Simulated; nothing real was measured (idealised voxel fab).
Name of the process module below: voxel capacitor over wiring
245 nm wide, 5 nm square cells: that's cross-section cut.
Cross-section spec: square-cell grid; bands listed top down; each band is one or more rows.
Read a band's entry like this: the first values are the height of its top and the height of its bottom in nm, and what follows is the sequence of materials from left to right, each with its width in nm. Note that "blank" is empty space, and that a single material marked "everywhere" reaches across the band from edge to edge.
The reference from which all heights are counted is 0, the level beneath which the as-received wafer is entirely one material; the lowest band, having no lower bound, proceeds downward and is written after the example "0 down".
The two numbers in a width such as "30 to 40" mark its ends across the band: the first belongs to the top row of cells, the second to the bottom row, and from each row to the next the width moves by the same amount.
For the purposes of this document, the phrase "nothing altered" attached to a step denotes that no cell within the cross-section was modified by that step.
Entry "Enclosed internal voids". Content: empty spaces with no open connection to the top, size 8 cells or greater. Each: width x height at distance. Distance: from left edge. Unit: nm.
Whatever follows a step's settings on its line is a remark the simulator itself makes about that step.
You can add "overlay nm" to a step's line. For a step with a mask, it describes how far the mask lay to the right of its planned position, and a negative number describes a lay to the left.

# Steps planned for the process
1,RECEIVE with material Si
2,CONFORMAL_DEP with material SiO2, thk nm 15
3,CONFORMAL_DEP with material SiCN, thk nm 5
4,DIRECTIONAL_DEP with material lowk, thk nm 25
5,DIRECTIONAL_DEP with material aC, thk nm 15
6,PATTERN with tone open, mask id METAL_1, material resist, width nm 20, pitch nm 90, thk nm 35, overlay nm 0
7,DIRECTIONAL_ETCH with etch materials aC, depth nm 15
8,STRIP with etch materials resist
9,DIRECTIONAL_ETCH with etch materials lowk, depth nm 25
10,DIRECTIONAL_ETCH with etch materials SiCN, depth nm 5
11,STRIP with etch materials aC
12,CONFORMAL_DEP with material TiN, thk nm 5
13,FILL_DEP with material Cu, thk nm 5
14,CMP with height nm 45
15,EPI with material Ru, thk nm 5
16,FILL_DEP with material SiCN, thk nm 5
17,DIRECTIONAL_DEP with material SiO2, thk nm 20
18,PATTERN with tone open, mask id PLUG_1, material resist, width nm 15, thk nm 20, overlay nm -15
19,DIRECTIONAL_ETCH with etch materials SiO2, depth nm 20
20,DIRECTIONAL_ETCH with etch materials SiCN, depth nm 5
21,STRIP with etch materials resist
22,EPI with material Ru, thk nm 10
23,EPI with material Ru, thk nm 10
24,EPI with material Ru, thk nm 5
25,DIRECTIONAL_DEP with material TiN, thk nm 5
26,DIRECTIONAL_DEP with material Al2O3, thk nm 5
27,DIRECTIONAL_DEP with material TiN, thk nm 5
28,MASKED_ETCH with tone cover, mask id UPPER_PLATE, width nm 75, etch materials TiN, depth nm 5, overlay nm 0
29,MASKED_ETCH with tone cover, mask id UPPER_PLATE, width nm 75, etch materials Al2O3, depth nm 5, overlay nm 0
30,DIRECTIONAL_DEP with material aC, thk nm 15
31,PATTERN with tone cover, mask id LOWER_PLATE, material resist, width nm 85, thk nm 30, overlay nm 0
32,DIRECTIONAL_ETCH with etch materials aC, depth nm 15
33,STRIP with etch materials resist
34,DIRECTIONAL_ETCH with etch materials TiN, depth nm 5
35,STRIP with etch materials aC
36,FILL_DEP with material SiO2, thk nm 20
37,CMP with height nm 105
38,DIRECTIONAL_DEP with material aC, thk nm 15
39,PATTERN with tone open, mask id PLUG_2, material resist, width nm 15, thk nm 35, overlay nm 0
40,DIRECTIONAL_ETCH with etch materials aC, depth nm 15
41,STRIP with etch materials resist
42,DIRECTIONAL_ETCH with etch materials SiO2, depth nm 15
43,STRIP with etch materials aC
44,CONFORMAL_DEP with material TiN, thk nm 5
45,FILL_DEP with material Cu, thk nm 10
46,CMP with height nm 105
47,CONFORMAL_DEP with material SiN, thk nm 5
Quick note for whoever runs this: the wafers start identical, but the overlay nm at step 18 isn't the same across them. The plan just shows what the first wafer had.

# First of several wafers, received after step 1, in cross-section
> 0 down  Si everywhere
> Enclosed internal voids: none

# The cross-section of the first of several wafers is given below for the end of the module, after its final step, step 47
> 110 to 105  SiN everywhere
> 105 to 95  SiO2 80  TiN 5  Cu 5  TiN 5  SiO2 150
> 95 to 85  SiO2 80 to 70  TiN 15 to 75  SiO2 150 to 100
> 85 to 80  SiO2 70  Al2O3 75  SiO2 100
> 80 to 75  SiO2 65  TiN 85  SiO2 95
> 75 to 55  SiO2 55  Ru 15  SiO2 175
> 55 to 50  SiCN 55  Ru 15  SiCN 175
> 50 to 45  SiCN 60  Ru 30  SiCN 60  Ru 30  SiCN 65
> 45 to 20  lowk 65  TiN 5  Cu 10  TiN 5  lowk 70  TiN 5  Cu 10  TiN 5  lowk 70
> 20 to 15  SiCN 65  TiN 20  SiCN 70  TiN 20  SiCN 70
> 15 to 0  SiO2 everywhere
> 0 down  Si everywhere
> Enclosed internal voids: none

# At the end of the module, the last of several wafers in cross-section
> 110 to 105  SiN everywhere
> 105 to 95  SiO2 80  TiN 5  Cu 5  TiN 5  SiO2 150
> 95 to 85  SiO2 80 to 70  TiN 15 to 75  SiO2 150 to 100
> 85 to 80  SiO2 70  Al2O3 75  SiO2 100
> 80 to 75  SiO2 65  TiN 85  SiO2 95
> 75 to 55  SiO2 85  Ru 15  SiO2 145
> 55 to 50  SiCN 85  Ru 15  SiCN 145
> 50 to 45  SiCN 60  Ru 30  SiCN 60  Ru 30  SiCN 65
> 45 to 20  lowk 65  TiN 5  Cu 10  TiN 5  lowk 70  TiN 5  Cu 10  TiN 5  lowk 70
> 20 to 15  SiCN 65  TiN 20  SiCN 70  TiN 20  SiCN 70
> 15 to 0  SiO2 everywhere
> 0 down  Si everywhere
> Enclosed internal voids: none

# Table: wafers, a row each; end-of-module cell change per material since receipt, gain (+), loss (-); then closed voids
overlay nm -15 | +15 Al2O3 | +22 Cu | +27 Ru | +124 SiCN | +49 SiN | +569 SiO2 | +67 TiN | +205 lowk | Enclosed internal voids: none
overlay nm -10 | +15 Al2O3 | +22 Cu | +27 Ru | +124 SiCN | +49 SiN | +569 SiO2 | +67 TiN | +205 lowk | Enclosed internal voids: none
overlay nm -5 | +15 Al2O3 | +22 Cu | +27 Ru | +124 SiCN | +49 SiN | +569 SiO2 | +67 TiN | +205 lowk | Enclosed internal voids: none
overlay nm 0 | +15 Al2O3 | +22 Cu | +27 Ru | +124 SiCN | +49 SiN | +569 SiO2 | +67 TiN | +205 lowk | Enclosed internal voids: none
overlay nm 5 | +15 Al2O3 | +22 Cu | +27 Ru | +124 SiCN | +49 SiN | +569 SiO2 | +67 TiN | +205 lowk | Enclosed internal voids: none
overlay nm 10 | +15 Al2O3 | +22 Cu | +27 Ru | +124 SiCN | +49 SiN | +569 SiO2 | +67 TiN | +205 lowk | Enclosed internal voids: none
overlay nm 15 | +15 Al2O3 | +22 Cu | +27 Ru | +124 SiCN | +49 SiN | +569 SiO2 | +67 TiN | +205 lowk | Enclosed internal voids: none
